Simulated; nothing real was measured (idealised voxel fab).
Proc. module: voxel spacer lines
It is cross-section cut that appears here, measuring 275 nm in width, its square cells being 5 nm in size.
In this document a cross-section is written as a grid of square cells. It is given as a series of bands, listed from the top down, and a band is one or more rows of cells.
For a band, the entry starts with two heights in nm, that of the top and then that of the bottom, and carries on with the band's materials in order from left to right, each alongside its width in nm; the word "edge to edge" beside a single material means it fills the band edge to edge, and "blank" means empty space.
Height 0 is the level under which the wafer as received is all one material. The lowest band goes on downwards, as in "0 -> down".
Width spec "30..40" -> top row of cells at first value, bottom row at second value, equal per-row change in between.
Reading "same as before" for a step: not a cell of the cross-section changed in it.
"Closed cavities" contains a list of empty spaces, each no smaller than 8 cells and without an open way to the top, written in the form width x height at distance with the distance from the left edge and all three in nm.
If you see something after the settings on a step's line, that's the simulator's own remark about that step.
The setting "overlay nm" may be written on the line of a step. When the step uses a mask, the value reports how far to the right of the planned place the mask lay, and a negative value reports that it lay to the left.

# The steps planned for the process are as follows
1: RECEIVE | material Si
2: CONFORMAL_DEP | material Al2O3 | thk nm 5
3: DIRECTIONAL_DEP | material polySi | thk nm 15
4: DIRECTIONAL_DEP | material aC | thk nm 20
5: PATTERN | tone cover | mask id MANDREL | material resist | width nm 15 | pitch nm 50 | thk nm 25 | overlay nm 0
6: DIRECTIONAL_ETCH | etch materials aC | depth nm 20
7: STRIP | etch materials resist
8: CONFORMAL_DEP | material SiO2 | thk nm 10
9: DIRECTIONAL_ETCH | etch materials SiO2 | depth nm 10
10: STRIP | etch materials aC
11: DIRECTIONAL_ETCH | etch materials polySi | depth nm 15
12: STRIP | etch materials SiO2

# The first of the two wafers, which ran as planned

# as received, after step 1
    0 -> down = Si edge to edge
    Closed cavities: none

# So this is the wafer cross-section right after step 2
    5 -> 0 = Al2O3 edge to edge
    Everything under 0 stays put, no change at all.

# So this is the wafer cross-section right after step 3
    20 -> 5 = polySi edge to edge
    Everything under 5 stays put, no change at all.

# So this is the wafer cross-section right after step 4
    40 -> 20 = aC edge to edge
    Everything under 20 stays put, no change at all.

# So this is the wafer cross-section right after step 5
    65 -> 40 = blank=105  resist=15  blank=35  resist=15  blank=105
    Everything under 40 stays put, no change at all.

# So this is the wafer cross-section right after step 6
    45 -> 40 = blank=105  resist=15  blank=35  resist=15  blank=105
    40 -> 20 = blank=105  aC=15  blank=35  aC=15  blank=105
    Everything under 20 stays put, no change at all.

# So this is the wafer cross-section right after step 7
    40 -> 20 = blank=105  aC=15  blank=35  aC=15  blank=105
    Everything under 20 stays put, no change at all.

# So this is the wafer cross-section right after step 8
    50 -> 40 = blank=95  SiO2=35  blank=15  SiO2=35  blank=95
    40 -> 30 = blank=95  SiO2=10  aC=15  SiO2=10  blank=15  SiO2=10  aC=15  SiO2=10  blank=95
    30 -> 20 = SiO2=105  aC=15  SiO2=35  aC=15  SiO2=105
    Everything under 20 stays put, no change at all.

# So this is the wafer cross-section right after step 9
    40 -> 20 = blank=95  SiO2=10  aC=15  SiO2=10  blank=15  SiO2=10  aC=15  SiO2=10  blank=95
    Everything under 20 stays put, no change at all.

# So this is the wafer cross-section right after step 10
    40 -> 20 = blank=95  SiO2=10  blank=15  SiO2=10  blank=15  SiO2=10  blank=15  SiO2=10  blank=95
    Everything under 20 stays put, no change at all.

# So this is the wafer cross-section right after step 11
    40 -> 20 = blank=95  SiO2=10  blank=15  SiO2=10  blank=15  SiO2=10  blank=15  SiO2=10  blank=95
    20 -> 5 = blank=95  polySi=10  blank=15  polySi=10  blank=15  polySi=10  blank=15  polySi=10  blank=95
    Everything under 5 stays put, no change at all.

# So this is the wafer cross-section right after step 12
    20 -> 5 = blank=95  polySi=10  blank=15  polySi=10  blank=15  polySi=10  blank=15  polySi=10  blank=95
    Everything under 5 stays put, no change at all.

# Second wafer: same start and same plan as the first, one execution error; identical to the first through step 9

# Second wafer profile in section, at the moment step 10 of the plan was meant to be complete
    40 -> 20 = blank=95  SiO2=10  aC=15  SiO2=10  blank=15  SiO2=10  aC=15  SiO2=10  blank=95
    20 -> 5 = blank=95  polySi=35  blank=15  polySi=35  blank=95
    Everything under 5 stays put, no change at all.

# Second wafer profile in section, at the moment step 11 of the plan was meant to be complete
    40 -> 20 = blank=95  SiO2=10  blank=15  SiO2=10  blank=15  SiO2=10  blank=15  SiO2=10  blank=95
    Everything under 20 stays put, no change at all.

# Second wafer profile in section, at the moment step 12 of the plan was meant to be complete
    20 -> 5 = blank=95  polySi=35  blank=15  polySi=35  blank=95
    Everything under 5 stays put, no change at all.
Where did the run depart from the plan? a sequencing error occurred in which plan steps 10 and 11 were transposed
at the end the second wafer has, in cells: 18 more of polySi
